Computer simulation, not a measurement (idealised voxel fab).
process module | voxel double patterning
cross-section cut | 265 nm wide | cells 5 nm
A cross-section is a grid of square cells, given in bands from the top down. A band is one or more rows of cells.
Each band's line starts with the height of the band's top and of its bottom, in nm. Then come its materials from left to right, each with its width in nm. One material with "throughout" fills the band from edge to edge. "air" is empty space.
Height 0 is the level under which the wafer as received is all one material. The lowest band goes on downwards, as in "0 down".
A width such as "30 to 40" changes by the same amount from each row of cells to the next, from the band's top row to its bottom row.
"no change" after a step means that no cell of the cross-section changed.
closed voids: empty space of 8 cells or more with no open way to the top, each as width x height at its distance from the left edge, in nm
after a step's settings: what the simulator itself notes on the step
overlay nm, on a step with a mask: how far to the right of its planned place the mask lay; to the left if negative
plan
1 op RECEIVE | material Si
2 op CONFORMAL_DEP | material SiO2 | thk nm 5
3 op DIRECTIONAL_DEP | material W | thk nm 15
4 op DIRECTIONAL_DEP | material SiCN | thk nm 10
5 op MASKED_ETCH | tone open | mask id FIRST | width nm 15 | pitch nm 50 | etch materials SiCN | depth nm 10 | overlay nm 0
6 op MASKED_ETCH | tone open | mask id SECOND | width nm 15 | etch materials SiCN | depth nm 10 | overlay nm 0
7 op DIRECTIONAL_ETCH | etch materials W | depth nm 15
8 op STRIP | etch materials SiCN
as received, after step 1
  0 down: Si throughout
  closed voids: none
first wafer at the end, as planned
  20 to 5: W 100 | air 15 | W 10 | air 15 | W 10 | air 15 | W 100
  5 to 0: SiO2 throughout
  0 down: Si throughout
  closed voids: none
second wafer at the end: like start, like plan, one mistake
  20 to 5: W 95 | air 25 | W 5 | air 15 | W 5 | air 25 | W 95
  5 to 0: SiO2 throughout
  0 down: Si throughout
  closed voids: none
what went wrong: step 5 ran as: op MASKED_ETCH | tone open | mask id FIRST | width nm 25 | pitch nm 50 | etch materials SiCN | depth nm 10 | overlay nm 0
at the end the second wafer has, in cells: 12 fewer of W
